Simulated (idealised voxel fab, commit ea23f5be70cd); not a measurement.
This is a process module. Its name is voxel wiring stack.
For reference, the cross-section in this document is cut, with width 225 nm and square cells of 5 nm.
Notation: cross-section as square-cell grid; stated in bands, top first, going down; one or more cell rows per band. Basically the band line says how high the top is and how high the bottom is, in nm, and then what's in it from left to right, every material with its width in nm. Empty space shows up as "blank", and if a single material carries "edge to edge" it runs the full band edge to edge. Note: height 0 marks the level under which the wafer is uniformly one material as received. Lowest band unbounded below, written "0 down". The width entry "30..40" should be interpreted row by row: the top row of cells in the band takes the first number, the bottom row takes the second number, and the change between adjacent rows is uniform throughout. Key: "remained the same" - step with no changed cell in the cross-section. "Entrapped voids": sealed empty spaces, 8 cells or more, no open way to top, listed width x height at distance, with distance from the left edge and width, height and distance in nm. If you see something after the settings on a step's line, that's the simulator's own remark about that step. overlay nm: where the mask lay relative to plan, measured to the right, on steps with a mask; negatives go left.

Planned step list for the process
| 1 | RECEIVE with material Si |
| 2 | CONFORMAL_DEP with material SiO2, thk nm 15 |
| 3 | DIRECTIONAL_DEP with material TiN, thk nm 5 |
| 4 | DIRECTIONAL_DEP with material Ru, thk nm 20 |
| 5 | MASKED_ETCH with tone cover, mask id METAL_1, width nm 20, pitch nm 40, etch materials Ru, depth nm 20, overlay nm 0 |
| 6 | MASKED_ETCH with tone cover, mask id METAL_1, width nm 20, pitch nm 40, etch materials TiN, depth nm 5, overlay nm 0 |
| 7 | FILL_DEP with material lowk, thk nm 5 |
| 8 | CMP with height nm 40 |
| 9 | CONFORMAL_DEP with material SiCN, thk nm 5 |
| 10 | DIRECTIONAL_DEP with material SiO2, thk nm 20 |
| 11 | DIRECTIONAL_DEP with material aC, thk nm 10 |
| 12 | PATTERN with tone open, mask id PLUG_1, material resist, width nm 15, thk nm 25, overlay nm 0 |
| 13 | DIRECTIONAL_ETCH with etch materials aC, depth nm 10 |
| 14 | STRIP with etch materials resist |
| 15 | DIRECTIONAL_ETCH with etch materials SiO2, depth nm 20 |
| 16 | DIRECTIONAL_ETCH with etch materials SiCN, depth nm 5 |
| 17 | STRIP with etch materials aC |
| 18 | CONFORMAL_DEP with material TiN, thk nm 5 |
| 19 | FILL_DEP with material Ru, thk nm 10 |
| 20 | CMP with height nm 65 |
| 21 | CONFORMAL_DEP with material SiN, thk nm 5 |
| 22 | DIRECTIONAL_DEP with material SiO2, thk nm 20 |
| 23 | DIRECTIONAL_DEP with material aC, thk nm 15 |
| 24 | PATTERN with tone open, mask id METAL_2, material resist, width nm 20, pitch nm 40, thk nm 30, overlay nm 0 |
| 25 | DIRECTIONAL_ETCH with etch materials aC, depth nm 15 |
| 26 | STRIP with etch materials resist |
| 27 | DIRECTIONAL_ETCH with etch materials SiO2, depth nm 20 |
| 28 | DIRECTIONAL_ETCH with etch materials SiN, depth nm 5 |
| 29 | STRIP with etch materials aC |
| 30 | CONFORMAL_DEP with material TiN, thk nm 5 |
| 31 | FILL_DEP with material Cu, thk nm 5 |
| 32 | CMP with height nm 90 |
| 33 | EPI with material Ru, thk nm 5 |
| 34 | FILL_DEP with material SiCN, thk nm 5 |
| 35 | DIRECTIONAL_DEP with material SiO2, thk nm 30 |
| 36 | MASKED_ETCH with tone open, mask id METAL_3_HOLES, width nm 15, etch materials SiO2, depth nm 30, overlay nm 0 |
| 37 | MASKED_ETCH with tone open, mask id METAL_3, width nm 20, pitch nm 40, etch materials SiO2, depth nm 15, overlay nm 0 |
| 38 | MASKED_ETCH with tone open, mask id METAL_3, width nm 20, pitch nm 40, etch materials SiCN, depth nm 5, overlay nm 0 |
| 39 | CONFORMAL_DEP with material TiN, thk nm 5 |
| 40 | FILL_DEP with material Cu, thk nm 10 |
| 41 | CMP with height nm 130 |
| 42 | CONFORMAL_DEP with material SiN, thk nm 5 |

Wafer at receipt (post step 1), cross-section
    0 down  Si edge to edge
    Entrapped voids: none

Post-module cross-section: identical start and plan to those above, one misstep in execution
    135 to 130  SiN edge to edge
    130 to 120  80 nm SiO2, then 5 nm TiN, then 10 nm Cu, then 5 nm TiN, then 25 nm SiO2, then 5 nm TiN, then 5 nm Cu, then 5 nm TiN, then 85 nm SiO2
    120 to 115  80 nm SiO2, then 5 nm TiN, then 5 nm Cu, then 10 nm TiN, then 25 nm SiO2, then 15 nm TiN, then 85 nm SiO2
    115 to 100  80 nm SiO2, then 5 nm TiN, then 5 nm Cu, then 5 nm TiN, then 130 nm SiO2
    100 to 95  80 nm SiCN, then 15 nm TiN, then 130 nm SiCN
    95 to 90  75 nm SiCN, then 30 nm Ru, then 10 nm SiCN, then 30 nm Ru, then 80 nm SiCN
    90 to 70  80 nm SiO2, then 5 nm TiN, then 10 nm Cu, then 5 nm TiN, then 20 nm SiO2, then 5 nm TiN, then 10 nm Cu, then 5 nm TiN, then 85 nm SiO2
    70 to 65  80 nm SiN, then 20 nm TiN, then 20 nm SiN, then 20 nm TiN, then 85 nm SiN
    65 to 45  80 nm SiO2, then 5 nm TiN, then 5 nm Ru, then 5 nm TiN, then 130 nm SiO2
    45 to 40  80 nm SiCN, then 15 nm TiN, then 130 nm SiCN
    40 to 20  80 nm lowk, then 20 nm Ru, then 20 nm lowk, then 20 nm Ru, then 85 nm lowk
    20 to 15  80 nm lowk, then 20 nm TiN, then 20 nm lowk, then 20 nm TiN, then 85 nm lowk
    15 to 0  SiO2 edge to edge
    0 down  Si edge to edge
    Entrapped voids: none
Deviation noted in wafer processing: in deviation from the planned setting, step 37 was conducted as MASKED_ETCH with tone open, mask id METAL_3, width nm 15, pitch nm 40, etch materials SiO2, depth nm 15, overlay nm 0
